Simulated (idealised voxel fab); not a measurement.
process module | voxel transistor to metal
cross-section cut | 155 nm wide | cells 5 nm
A cross-section is a grid of square cells, given in bands from the top down. A band is one or more rows of cells.
Each band's line starts with the height of the band's top and of its bottom, in nm. Then come its materials from left to right, each with its width in nm. One material with "throughout" fills the band from edge to edge. "air" is empty space.
Height 0 is the level under which the wafer as received is all one material. The lowest band goes on downwards, as in "0 down".
A width such as "30 to 40" changes by the same amount from each row of cells to the next, from the band's top row to its bottom row.
"no change" after a step means that no cell of the cross-section changed.
closed voids: empty space of 8 cells or more with no open way to the top, each as width x height at its distance from the left edge, in nm
after a step's settings: what the simulator itself notes on the step
overlay nm, on a step with a mask: how far to the right of its planned place the mask lay; to the left if negative
plan
1 op RECEIVE | material Si
2 op CONFORMAL_DEP | material SiO2 | thk nm 5
3 op CONFORMAL_DEP | material SiN | thk nm 15
4 op MASKED_ETCH | tone cover | mask id ACTIVE | width nm 95 | etch materials SiN | depth nm 15 | overlay nm 0
5 op MASKED_ETCH | tone cover | mask id ACTIVE | width nm 95 | etch materials SiO2 | depth nm 5 | overlay nm 0
6 op MASKED_ETCH | tone cover | mask id ACTIVE | width nm 95 | etch materials Si | depth nm 25 | overlay nm 0
7 op FILL_DEP | material SiO2 | thk nm 5
8 op CMP | height nm 20
9 op SELECTIVE_ETCH | etch materials SiO2 | depth nm 15
10 op STRIP | etch materials SiN
11 op SELECTIVE_ETCH | etch materials SiO2 | depth nm 5
12 op OXIDIZE | depth nm 5
13 op DIRECTIONAL_DEP | material polySi | thk nm 20
14 op DIRECTIONAL_DEP | material SiCN | thk nm 10
15 op DIRECTIONAL_DEP | material aC | thk nm 10
16 op PATTERN | tone cover | mask id GATE | material resist | width nm 25 | thk nm 25 | overlay nm 0
17 op DIRECTIONAL_ETCH | etch materials aC | depth nm 10
18 op STRIP | etch materials resist
19 op DIRECTIONAL_ETCH | etch materials SiCN | depth nm 20
20 op DIRECTIONAL_ETCH | etch materials polySi | depth nm 30
21 op STRIP | etch materials aC
22 op CONFORMAL_DEP | material SiO2 | thk nm 5
23 op DIRECTIONAL_ETCH | etch materials SiO2 | depth nm 5
24 op CONFORMAL_DEP | material SiN | thk nm 5
25 op DIRECTIONAL_ETCH | etch materials SiN | depth nm 5
26 op DIRECTIONAL_ETCH | etch materials SiO2 | depth nm 5
27 op EPI | material pSi | thk nm 5
28 op FILL_DEP | material SiO2 | thk nm 10
29 op CMP | height nm 20
30 op STRIP | etch materials polySi
31 op SELECTIVE_ETCH | etch materials SiO2 | depth nm 5
32 op CONFORMAL_DEP | material HfO2 | thk nm 5
33 op CONFORMAL_DEP | material TiN | thk nm 5
34 op FILL_DEP | material W | thk nm 5
35 op CMP | height nm 15
36 op DIRECTIONAL_DEP | material SiO2 | thk nm 15
37 op MASKED_ETCH | tone open | mask id CONTACT | width nm 15 | pitch nm 70 | etch materials SiO2 | depth nm 30 | overlay nm 0
38 op CONFORMAL_DEP | material TiN | thk nm 5
39 op FILL_DEP | material Ru | thk nm 5
40 op CMP | height nm 30
41 op DIRECTIONAL_DEP | material TiN | thk nm 5
42 op DIRECTIONAL_DEP | material W | thk nm 15
43 op PATTERN | tone cover | mask id METAL_1 | material resist | width nm 15 | pitch nm 70 | thk nm 15 | overlay nm 0
44 op DIRECTIONAL_ETCH | etch materials W | depth nm 15
45 op DIRECTIONAL_ETCH | etch materials TiN | depth nm 5
46 op STRIP | etch materials resist
47 op CONFORMAL_DEP | material SiCN | thk nm 5
48 op FILL_DEP | material SiO2 | thk nm 5
49 op CMP | height nm 50
50 op CONFORMAL_DEP | material SiCN | thk nm 5
51 op DIRECTIONAL_DEP | material SiO2 | thk nm 35
52 op PATTERN | tone open | mask id METAL_2 | material resist | width nm 15 | pitch nm 70 | thk nm 20 | overlay nm 0
53 op DIRECTIONAL_ETCH | etch materials SiO2 | depth nm 20
54 op STRIP | etch materials resist
55 op PATTERN | tone open | mask id METAL_2_HOLES | material resist | width nm 15 | pitch nm 70 | thk nm 15 | overlay nm 0
56 op DIRECTIONAL_ETCH | etch materials SiO2 | depth nm 15
57 op DIRECTIONAL_ETCH | etch materials SiCN | depth nm 5
58 op STRIP | etch materials resist
59 op CONFORMAL_DEP | material TiN | thk nm 5
60 op FILL_DEP | material Ru | thk nm 5
61 op CMP | height nm 90
62 op CONFORMAL_DEP | material SiCN | thk nm 5
as received, after step 1
  0 down: Si throughout
  closed voids: none
first wafer at the end, as planned
  95 to 90: SiCN throughout
  90 to 55: SiO2 35 | TiN 5 | Ru 5 | TiN 5 | SiO2 55 | TiN 5 | Ru 5 | TiN 5 | SiO2 35
  55 to 50: SiCN 35 | TiN 15 | SiCN 55 | TiN 15 | SiCN 35
  50 to 35: SiO2 30 | SiCN 5 | W 15 | SiCN 5 | SiO2 45 | SiCN 5 | W 15 | SiCN 5 | SiO2 30
  35 to 30: SiCN 35 | TiN 15 | SiCN 55 | TiN 15 | SiCN 35
  30 to 15: SiO2 35 | TiN 5 | Ru 5 | TiN 5 | SiO2 55 | TiN 5 | Ru 5 | TiN 5 | SiO2 35
  15 to 5: SiO2 35 | TiN 5 | Ru 5 | TiN 5 | SiO2 5 | SiN 5 | HfO2 5 | TiN 5 | W 15 | TiN 5 | HfO2 5 | SiN 5 | SiO2 5 | TiN 5 | Ru 5 | TiN 5 | SiO2 35
  5 to 0: SiO2 35 | TiN 15 | SiO2 5 | SiN 5 | HfO2 5 | TiN 25 | HfO2 5 | SiN 5 | SiO2 5 | TiN 15 | SiO2 35
  0 to -5: SiO2 25 | pSi 30 | SiO2 5 | HfO2 35 | SiO2 5 | pSi 30 | SiO2 25
  -5 to -25: SiO2 30 | Si 95 | SiO2 30
  -25 down: Si throughout
  closed voids: none
second wafer at the end: like start, like plan, one mistake
  95 to 90: SiCN throughout
  90 to 55: SiO2 35 | TiN 5 | Ru 5 | TiN 5 | SiO2 55 | TiN 5 | Ru 5 | TiN 5 | SiO2 35
  55 to 50: SiCN 35 | TiN 15 | SiCN 55 | TiN 15 | SiCN 35
  50 to 35: SiO2 30 | SiCN 5 | W 15 | SiCN 5 | SiO2 45 | SiCN 5 | W 15 | SiCN 5 | SiO2 30
  35 to 30: SiCN 35 | TiN 15 | SiCN 55 | TiN 15 | SiCN 35
  30 to 15: SiO2 35 | TiN 5 | polySi 5 | TiN 5 | SiO2 55 | TiN 5 | polySi 5 | TiN 5 | SiO2 35
  15 to 5: SiO2 35 | TiN 5 | polySi 5 | TiN 5 | SiO2 5 | SiN 5 | HfO2 5 | TiN 5 | W 15 | TiN 5 | HfO2 5 | SiN 5 | SiO2 5 | TiN 5 | polySi 5 | TiN 5 | SiO2 35
  5 to 0: SiO2 35 | TiN 15 | SiO2 5 | SiN 5 | HfO2 5 | TiN 25 | HfO2 5 | SiN 5 | SiO2 5 | TiN 15 | SiO2 35
  0 to -5: SiO2 25 | pSi 30 | SiO2 5 | HfO2 35 | SiO2 5 | pSi 30 | SiO2 25
  -5 to -25: SiO2 30 | Si 95 | SiO2 30
  -25 down: Si throughout
  closed voids: none
what went wrong: step 39 ran as: op FILL_DEP | material polySi | thk nm 5
at the end the second wafer has, in cells: 10 fewer of Ru | 10 more of polySi
